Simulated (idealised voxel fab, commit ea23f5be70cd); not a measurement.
The name of this process module is voxel self aligned contacts.
In the cross-section labelled cut, the width is 280 nm and each square cell is 5 nm.
Each cross-section below is a grid of square cells, stated as bands in top-down order, with one or more rows of cells making up each band. For a band, the entry starts with two heights in nm, that of the top and then that of the bottom, and carries on with the band's materials in order from left to right, each alongside its width in nm; the word "throughout" beside a single material means it fills the band edge to edge, and "empty" means empty space. Counting heights begins at 0, where everything beneath is, in the wafer as received, one material. The lowest band has no bottom; it goes on downwards, as "0 and below" shows. With a width like "30->40", each row of cells in the band differs from the next by the same amount, the top row carrying the first number and the bottom row the second. "remained unchanged", as given for a step, is the statement that not any cell of the cross-section underwent a change during that step. Heads up: "Tabulated closed voids" only lists the empty pockets with no open path to the top that are 8 cells or more, and it writes them as width x height at distance, distance from the left edge, in nm. Heads up: the bit after the settings on a step's line is the simulator's remark on that step. You can add "overlay nm" to a step's line. For a step with a mask, it describes how far the mask lay to the right of its planned position, and a negative number describes a lay to the left.
THE STEPS PLANNED FOR THE PROCESS ARE AS FOLLOWS
step 1: RECEIVE with material Si
step 2: CONFORMAL_DEP with material SiO2, thk nm 5
step 3: DIRECTIONAL_DEP with material polySi, thk nm 25
step 4: DIRECTIONAL_DEP with material SiN, thk nm 20
step 5: PATTERN with tone cover, mask id GATE, material resist, width nm 30, pitch nm 55, thk nm 20, overlay nm 0
step 6: DIRECTIONAL_ETCH with etch materials SiN, depth nm 20
step 7: DIRECTIONAL_ETCH with etch materials polySi, depth nm 25
step 8: STRIP with etch materials resist
step 9: CONFORMAL_DEP with material SiN, thk nm 5
step 10: DIRECTIONAL_ETCH with etch materials SiN, depth nm 5
step 11: FILL_DEP with material SiO2, thk nm 10
step 12: CMP with height nm 55
step 13: PATTERN with tone open, mask id CONTACT, material resist, width nm 35, pitch nm 55, thk nm 15, overlay nm 0
step 14: DIRECTIONAL_ETCH with etch materials SiO2, depth nm 55
step 15: STRIP with etch materials resist
step 16: CONFORMAL_DEP with material TiN, thk nm 5
step 17: FILL_DEP with material W, thk nm 10
step 18: CMP with height nm 55
step 19: CONFORMAL_DEP with material SiN, thk nm 5
HERE'S WHAT THE WAFER LOOKED LIKE IN CROSS-SECTION WHEN IT ARRIVED - THAT'S AFTER STEP 1
> 0 and below = Si throughout
> Tabulated closed voids: none
CROSS-SECTIONAL VIEW OF THE FIRST OF THE TWO WAFERS UPON COMPLETION OF THE MODULE, PROCESSED IN ACCORDANCE WITH THE PLAN
> 60 down to 55 = SiN throughout
> 55 down to 50 = SiO2 95 | TiN 15 | W 5 | TiN 15 | SiO2 20 | TiN 15 | W 5 | TiN 15 | SiO2 95
> 50 down to 30 = SiO2 65 | SiN 40 | TiN 5 | W 5 | TiN 5 | SiN 40 | TiN 5 | W 5 | TiN 5 | SiN 40 | SiO2 65
> 30 down to 5 = SiO2 65 | SiN 5 | polySi 30 | SiN 5 | TiN 5 | W 5 | TiN 5 | SiN 5 | polySi 30 | SiN 5 | TiN 5 | W 5 | TiN 5 | SiN 5 | polySi 30 | SiN 5 | SiO2 65
> 5 down to 0 = SiO2 105 | TiN 15 | SiO2 40 | TiN 15 | SiO2 105
> 0 and below = Si throughout
> Tabulated closed voids: none
SECOND WAFER OF THE TWO, SECTIONED AT THE END OF THE MODULE. IT BEGAN LIKE THE FIRST AND FOLLOWED THE SAME PLAN, BUT ONE MISTAKE WAS MADE WHILE RUNNING IT
> 60 down to 55 = SiN throughout
> 55 down to 50 = SiO2 95 | TiN 10 | W 5 | TiN 20 | SiO2 20 | TiN 10 | W 5 | TiN 20 | SiO2 95
> 50 down to 30 = SiO2 60 | SiN 40 | TiN 5 | W 5 | TiN 5 | SiN 40 | TiN 5 | W 5 | TiN 5 | SiN 40 | SiO2 70
> 30 down to 5 = SiO2 60 | SiN 5 | polySi 30 | SiN 5 | TiN 5 | W 5 | TiN 5 | SiN 5 | polySi 30 | SiN 5 | TiN 5 | W 5 | TiN 5 | SiN 5 | polySi 30 | SiN 5 | SiO2 70
> 5 down to 0 = SiO2 100 | TiN 15 | SiO2 40 | TiN 15 | SiO2 110
> 0 and below = Si throughout
> Tabulated closed voids: none
What was the processing mistake? step 5 went in with a setting other than planned; the actual run was PATTERN with tone cover, mask id GATE, material resist, width nm 30, pitch nm 55, thk nm 20, overlay nm -5
The two final wafers agree on how many cells each material fills and disagree on which cells those are.
